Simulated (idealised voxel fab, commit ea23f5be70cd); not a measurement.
process module | voxel self aligned vias
cross-section cut | 245 nm wide | cells 5 nm
A cross-section is a grid of square cells, given in bands from the top down. A band is one or more rows of cells.
Each band's line starts with the height of the band's top and of its bottom, in nm. Then come its materials from left to right, each with its width in nm. One material with "throughout" fills the band from edge to edge. "air" is empty space.
Height 0 is the level under which the wafer as received is all one material. The lowest band goes on downwards, as in "0 down".
A width such as "30 to 40" changes by the same amount from each row of cells to the next, from the band's top row to its bottom row.
"no change" after a step means that no cell of the cross-section changed.
closed voids: empty space of 8 cells or more with no open way to the top, each as width x height at its distance from the left edge, in nm
after a step's settings: what the simulator itself notes on the step
overlay nm, on a step with a mask: how far to the right of its planned place the mask lay; to the left if negative
plan
1 op RECEIVE | material Si
2 op CONFORMAL_DEP | material SiO2 | thk nm 10
3 op CONFORMAL_DEP | material SiCN | thk nm 5
4 op DIRECTIONAL_DEP | material lowk | thk nm 25
5 op DIRECTIONAL_DEP | material aC | thk nm 15
6 op PATTERN | tone open | mask id LINES | material resist | width nm 25 | pitch nm 60 | thk nm 35 | overlay nm 0
7 op DIRECTIONAL_ETCH | etch materials aC | depth nm 15
8 op STRIP | etch materials resist
9 op DIRECTIONAL_ETCH | etch materials lowk | depth nm 25
10 op STRIP | etch materials aC
11 op CONFORMAL_DEP | material TiN | thk nm 5
12 op FILL_DEP | material W | thk nm 5
13 op CMP | height nm 40
14 op SELECTIVE_ETCH | etch materials W Ru TiN | depth nm 5
15 op FILL_DEP | material SiN | thk nm 10
16 op CMP | height nm 40
17 op DIRECTIONAL_DEP | material lowk | thk nm 20
18 op DIRECTIONAL_DEP | material aC | thk nm 10
19 op PATTERN | tone open | mask id VIAS | material resist | width nm 35 | pitch nm 60 | thk nm 25 | overlay nm 0
20 op DIRECTIONAL_ETCH | etch materials aC | depth nm 10
21 op STRIP | etch materials resist
22 op DIRECTIONAL_ETCH | etch materials lowk | depth nm 20
23 op DIRECTIONAL_ETCH | etch materials SiN | depth nm 5
24 op STRIP | etch materials aC
25 op CONFORMAL_DEP | material TiN | thk nm 5
26 op FILL_DEP | material Ru | thk nm 10
27 op CMP | height nm 60
28 op CONFORMAL_DEP | material SiN | thk nm 5
as received, after step 1
  0 down: Si throughout
  closed voids: none
first wafer at the end, as planned
  65 to 60: SiN throughout
  60 to 45: lowk 75 | TiN 5 | Ru 25 | TiN 5 | lowk 25 | TiN 5 | Ru 25 | TiN 5 | lowk 75
  45 to 40: lowk 75 | TiN 10 | Ru 15 | TiN 10 | lowk 25 | TiN 10 | Ru 15 | TiN 10 | lowk 75
  40 to 35: lowk 80 | TiN 25 | lowk 35 | TiN 25 | lowk 80
  35 to 20: lowk 80 | TiN 5 | W 15 | TiN 5 | lowk 35 | TiN 5 | W 15 | TiN 5 | lowk 80
  20 to 15: lowk 80 | TiN 25 | lowk 35 | TiN 25 | lowk 80
  15 to 10: SiCN throughout
  10 to 0: SiO2 throughout
  0 down: Si throughout
  closed voids: none
second wafer at the end: like start, like plan, one mistake
  65 to 60: SiN throughout
  60 to 40: lowk 75 | TiN 5 | Ru 25 | TiN 5 | lowk 25 | TiN 5 | Ru 25 | TiN 5 | lowk 75
  40 to 35: lowk 75 | TiN 35 | lowk 25 | TiN 35 | lowk 75
  35 to 20: lowk 75 | TiN 10 | W 15 | TiN 10 | lowk 25 | TiN 10 | W 15 | TiN 10 | lowk 75
  20 to 15: lowk 80 | TiN 25 | lowk 35 | TiN 25 | lowk 80
  15 to 10: SiCN throughout
  10 to 0: SiO2 throughout
  0 down: Si throughout
  closed voids: none
what went wrong: step 22 was run twice
at the end the second wafer has, in cells: 4 more of Ru | 12 more of TiN | 16 fewer of lowk
